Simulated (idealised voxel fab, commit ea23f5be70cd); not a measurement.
process module | voxel quadruple lines
cross-section cut | 260 nm wide | cells 5 nm
A cross-section is a grid of square cells, given in bands from the top down. A band is one or more rows of cells.
Each band's line starts with the height of the band's top and of its bottom, in nm. Then come its materials from left to right, each with its width in nm. One material with "throughout" fills the band from edge to edge. "air" is empty space.
Height 0 is the level under which the wafer as received is all one material. The lowest band goes on downwards, as in "0 down".
A width such as "30 to 40" changes by the same amount from each row of cells to the next, from the band's top row to its bottom row.
"no change" after a step means that no cell of the cross-section changed.
closed voids: empty space of 8 cells or more with no open way to the top, each as width x height at its distance from the left edge, in nm
after a step's settings: what the simulator itself notes on the step
overlay nm, on a step with a mask: how far to the right of its planned place the mask lay; to the left if negative
plan
1 op RECEIVE | material Si
2 op CONFORMAL_DEP | material Al2O3 | thk nm 5
3 op DIRECTIONAL_DEP | material Ru | thk nm 10
4 op DIRECTIONAL_DEP | material polySi | thk nm 15
5 op DIRECTIONAL_DEP | material aC | thk nm 25
6 op PATTERN | tone cover | mask id MANDREL | material resist | width nm 30 | pitch nm 80 | thk nm 35 | overlay nm 0
7 op DIRECTIONAL_ETCH | etch materials aC | depth nm 25
8 op STRIP | etch materials resist
9 op CONFORMAL_DEP | material SiO2 | thk nm 10
10 op DIRECTIONAL_ETCH | etch materials SiO2 | depth nm 10
11 op STRIP | etch materials aC
12 op DIRECTIONAL_ETCH | etch materials polySi | depth nm 15
13 op STRIP | etch materials SiO2
14 op CONFORMAL_DEP | material SiCN | thk nm 10
15 op DIRECTIONAL_ETCH | etch materials SiCN | depth nm 10
16 op STRIP | etch materials polySi
17 op DIRECTIONAL_ETCH | etch materials Ru | depth nm 10
18 op STRIP | etch materials SiCN
as received, after step 1
  0 down: Si throughout
  closed voids: none
a wafer at the end: this start, this plan, one mistake
  45 to 30: Ru throughout
  30 to 15: polySi throughout
  15 to 5: Ru throughout
  5 to 0: Al2O3 throughout
  0 down: Si throughout
  closed voids: none
what went wrong: step 5 ran as: op DIRECTIONAL_DEP | material Ru | thk nm 25
